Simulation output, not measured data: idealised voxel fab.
Module name: voxel self aligned vias (process module)
In the cross-section labelled cut, the width is 240 nm and each square cell is 5 nm.
Throughout this document, each cross-section is represented as a grid of square cells and is presented as a sequence of bands enumerated from the top downward, where a band comprises one or more rows of cells. It is stipulated that each band's entry specify, in nanometres, the height of the top of the band and then that of its bottom, followed by the materials of the band in left-to-right sequence, each together with its width in nanometres. A single material marked by the word "full width" is understood to fill the band from edge to edge; the word "blank" is understood to denote empty space. Basically, 0 is our baseline, since under it the wafer straight out of the box is all one material. The bottom band has no lower end and keeps on going down, so it looks like "0 and below". When a width is written as two numbers, as in "30..40", the first number is the width in the top row of cells of the band and the second is the width in its bottom row, and the width changes by the same amount from each row to the next. "identical to before", as given for a step, is the statement that not any cell of the cross-section underwent a change during that step. For the entry "Trapped void list", the listed items are empty spaces with no open way to the top whose size is 8 cells or more; each item follows the pattern width x height at distance, where distance is from the left edge and all three are in nm. Step line, after settings: the simulator's comment on this step. overlay nm: right-of-plan distance of the mask on a masked step; negative values mean left-of-plan.

**Steps planned for the process**
1) RECEIVE (material Si)
2) CONFORMAL_DEP (material SiO2; thk nm 15)
3) CONFORMAL_DEP (material SiCN; thk nm 5)
4) DIRECTIONAL_DEP (material SiO2; thk nm 30)
5) DIRECTIONAL_DEP (material aC; thk nm 10)
6) PATTERN (tone open; mask id LINES; material resist; width nm 20; pitch nm 50; thk nm 30; overlay nm 0)
7) DIRECTIONAL_ETCH (etch materials aC; depth nm 10)
8) STRIP (etch materials resist)
9) DIRECTIONAL_ETCH (etch materials SiO2; depth nm 30)
10) STRIP (etch materials aC)
11) CONFORMAL_DEP (material TiN; thk nm 5)
12) FILL_DEP (material Ru; thk nm 5)
13) CMP (height nm 50)
14) SELECTIVE_ETCH (etch materials W Ru TiN; depth nm 5)
15) FILL_DEP (material SiN; thk nm 5)
16) CMP (height nm 50)
17) DIRECTIONAL_DEP (material SiO2; thk nm 20)
18) PATTERN (tone open; mask id VIAS; material resist; width nm 30; pitch nm 100; thk nm 20; overlay nm -15)
19) DIRECTIONAL_ETCH (etch materials SiO2; depth nm 20)
20) DIRECTIONAL_ETCH (etch materials SiN; depth nm 5)
21) STRIP (etch materials resist)
22) CONFORMAL_DEP (material TiN; thk nm 5)
23) FILL_DEP (material Cu; thk nm 5)
24) CMP (height nm 70)
25) CONFORMAL_DEP (material SiN; thk nm 5)
The plan shows the overlay nm of step 18 as the first wafer had it; this setting differs between the wafers, which start out alike.

**Cross-section, first of several wafers, as delivered after step 1**
    0 and below = Si full width
    Trapped void list: none

**Below is a per-wafer table. In it, each row describes the wafer at the end of the module by giving, for each material, the number of cells gained (+) or lost (-) since the wafer was received, and after that the closed voids of the wafer**
overlay nm -15 | +24 Cu | +24 Ru | +48 SiCN | +56 SiN | +504 SiO2 | +64 TiN | Trapped void list: none
overlay nm -10 | +26 Cu | +24 Ru | +48 SiCN | +54 SiN | +504 SiO2 | +64 TiN | Trapped void list: none
overlay nm -5 | +28 Cu | +24 Ru | +48 SiCN | +52 SiN | +504 SiO2 | +64 TiN | Trapped void list: none
overlay nm 0 | +28 Cu | +24 Ru | +48 SiCN | +52 SiN | +504 SiO2 | +64 TiN | Trapped void list: none
overlay nm 5 | +28 Cu | +24 Ru | +48 SiCN | +52 SiN | +504 SiO2 | +64 TiN | Trapped void list: none
overlay nm 10 | +26 Cu | +24 Ru | +48 SiCN | +54 SiN | +504 SiO2 | +64 TiN | Trapped void list: none
overlay nm 15 | +24 Cu | +24 Ru | +48 SiCN | +56 SiN | +504 SiO2 | +64 TiN | Trapped void list: none
